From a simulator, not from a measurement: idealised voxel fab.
You're looking at the process module voxel wiring stack.
We display cut, a cross-section 240 nm in width whose square cells are each 5 nm.
Cross-section spec: square-cell grid; bands listed top down; each band is one or more rows.
For a band, the entry starts with two heights in nm, that of the top and then that of the bottom, and carries on with the band's materials in order from left to right, each alongside its width in nm; the word "everywhere" beside a single material means it fills the band edge to edge, and "air" means empty space.
Zero point of the height axis is 0; under it, received wafer = one material. Lowest band: continues down indefinitely, "0 nm and below".
A two-number width, for instance "30->40", indicates that the width is equal to the first number in the top row of the band and to the second number in the bottom row, and that it changes by a constant amount per row of cells.
Step marked "remains unaltered"? Then no cell in the cross-section changed in it.
Listed in "Closed void register": every empty space of 8 or more cells without an open way to the top. Form: width x height at distance, the distance being from the left edge, all in nm.
Where a step's line continues beyond its settings, the continuation is a remark by the simulator itself on that step.
Regarding "overlay nm": on a step with a mask, it is the distance the mask lay to the right of its planned place; a negative value places it to the left.

This section lists the process steps that were planned
1,RECEIVE [material Si]
2,CONFORMAL_DEP [material SiO2] [thk nm 10]
3,DIRECTIONAL_DEP [material TiN] [thk nm 5]
4,DIRECTIONAL_DEP [material Ru] [thk nm 20]
5,MASKED_ETCH [tone cover] [mask id METAL_1] [width nm 20] [pitch nm 40] [etch materials Ru] [depth nm 20] [overlay nm 0]
6,MASKED_ETCH [tone cover] [mask id METAL_1] [width nm 20] [pitch nm 40] [etch materials TiN] [depth nm 5] [overlay nm 0]
7,FILL_DEP [material SiO2] [thk nm 5]
8,CMP [height nm 35]
9,CONFORMAL_DEP [material SiCN] [thk nm 5]
10,DIRECTIONAL_DEP [material lowk] [thk nm 10]
11,MASKED_ETCH [tone open] [mask id PLUG_1] [width nm 15] [pitch nm 80] [etch materials lowk] [depth nm 10] [overlay nm 0]
12,MASKED_ETCH [tone open] [mask id PLUG_1] [width nm 15] [pitch nm 80] [etch materials SiCN] [depth nm 5] [overlay nm 0]
13,CONFORMAL_DEP [material TiN] [thk nm 5]
14,FILL_DEP [material Ru] [thk nm 10]
15,CMP [height nm 50]
16,DIRECTIONAL_DEP [material TiN] [thk nm 5]
17,DIRECTIONAL_DEP [material Ru] [thk nm 20]
18,PATTERN [tone cover] [mask id METAL_2] [material resist] [width nm 20] [pitch nm 40] [thk nm 20] [overlay nm 0]
19,DIRECTIONAL_ETCH [etch materials Ru] [depth nm 20]
20,DIRECTIONAL_ETCH [etch materials TiN] [depth nm 5]
21,STRIP [etch materials resist]
22,CONFORMAL_DEP [material SiCN] [thk nm 5]
23,FILL_DEP [material lowk] [thk nm 5]
24,CMP [height nm 75]
25,CONFORMAL_DEP [material SiCN] [thk nm 5]

Incoming wafer, cross-sectional view, post step 1
- 0 nm and below = Si everywhere
- Closed void register: none

What the wafer looks like in cross-section after this module, when it starts as shown above and follows the plan above but one mistake is made in running it
- 80 nm to 75 nm = SiCN everywhere
- 75 nm to 55 nm = 65 lowk  5 SiCN  20 Ru  5 SiCN  10 lowk  5 SiCN  20 Ru  5 SiCN  10 lowk  5 SiCN  20 Ru  5 SiCN  65 lowk
- 55 nm to 50 nm = 70 SiCN  20 TiN  20 SiCN  20 TiN  20 SiCN  20 TiN  70 SiCN
- 50 nm to 40 nm = 70 lowk  5 TiN  5 Ru  5 TiN  65 lowk  5 TiN  5 Ru  5 TiN  75 lowk
- 40 nm to 35 nm = 70 SiCN  15 TiN  65 SiCN  15 TiN  75 SiCN
- 35 nm to 30 nm = 70 SiO2  20 TiN  20 SiO2  20 TiN  20 SiO2  20 TiN  70 SiO2
- 30 nm to 10 nm = Ru everywhere
- 10 nm to 0 nm = SiO2 everywhere
- 0 nm and below = Si everywhere
- Closed void register: none
what went wrong: a sequencing error occurred in which plan steps 3 and 4 were transposed
